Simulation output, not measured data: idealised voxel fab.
process module | voxel spacer lines
cross-section cut | 155 nm wide | cells 5 nm
A cross-section is a grid of square cells, given in bands from the top down. A band is one or more rows of cells.
Each band's line starts with the height of the band's top and of its bottom, in nm. Then come its materials from left to right, each with its width in nm. One material with "throughout" fills the band from edge to edge. "air" is empty space.
Height 0 is the level under which the wafer as received is all one material. The lowest band goes on downwards, as in "0 down".
A width such as "30 to 40" changes by the same amount from each row of cells to the next, from the band's top row to its bottom row.
"no change" after a step means that no cell of the cross-section changed.
closed voids: empty space of 8 cells or more with no open way to the top, each as width x height at its distance from the left edge, in nm
after a step's settings: what the simulator itself notes on the step
overlay nm, on a step with a mask: how far to the right of its planned place the mask lay; to the left if negative
plan
1 op RECEIVE | material Si
2 op CONFORMAL_DEP | material SiO2 | thk nm 10
3 op DIRECTIONAL_DEP | material polySi | thk nm 10
4 op DIRECTIONAL_DEP | material aC | thk nm 30
5 op PATTERN | tone cover | mask id MANDREL | material resist | width nm 20 | pitch nm 60 | thk nm 35 | overlay nm -15
6 op DIRECTIONAL_ETCH | etch materials aC | depth nm 30
7 op STRIP | etch materials resist
8 op CONFORMAL_DEP | material SiN | thk nm 10
9 op DIRECTIONAL_ETCH | etch materials SiN | depth nm 10
10 op STRIP | etch materials aC
11 op DIRECTIONAL_ETCH | etch materials polySi | depth nm 10
12 op STRIP | etch materials SiN
varied across the wafers: overlay nm of step 5. The plan shows the first wafer's value. All wafers start alike
first wafer as received, after step 1
  0 down: Si throughout
  closed voids: none
each wafer at the end: cells of each material gained (+) or lost (-) since it was received, then its closed voids
overlay nm -15 | +62 SiO2 | +16 polySi | closed voids: none
overlay nm -10 | +62 SiO2 | +16 polySi | closed voids: none
overlay nm -5 | +62 SiO2 | +16 polySi | closed voids: none
overlay nm 0 | +62 SiO2 | +16 polySi | closed voids: none
overlay nm 5 | +62 SiO2 | +16 polySi | closed voids: none
overlay nm 10 | +62 SiO2 | +16 polySi | closed voids: none
overlay nm 15 | +62 SiO2 | +16 polySi | closed voids: none
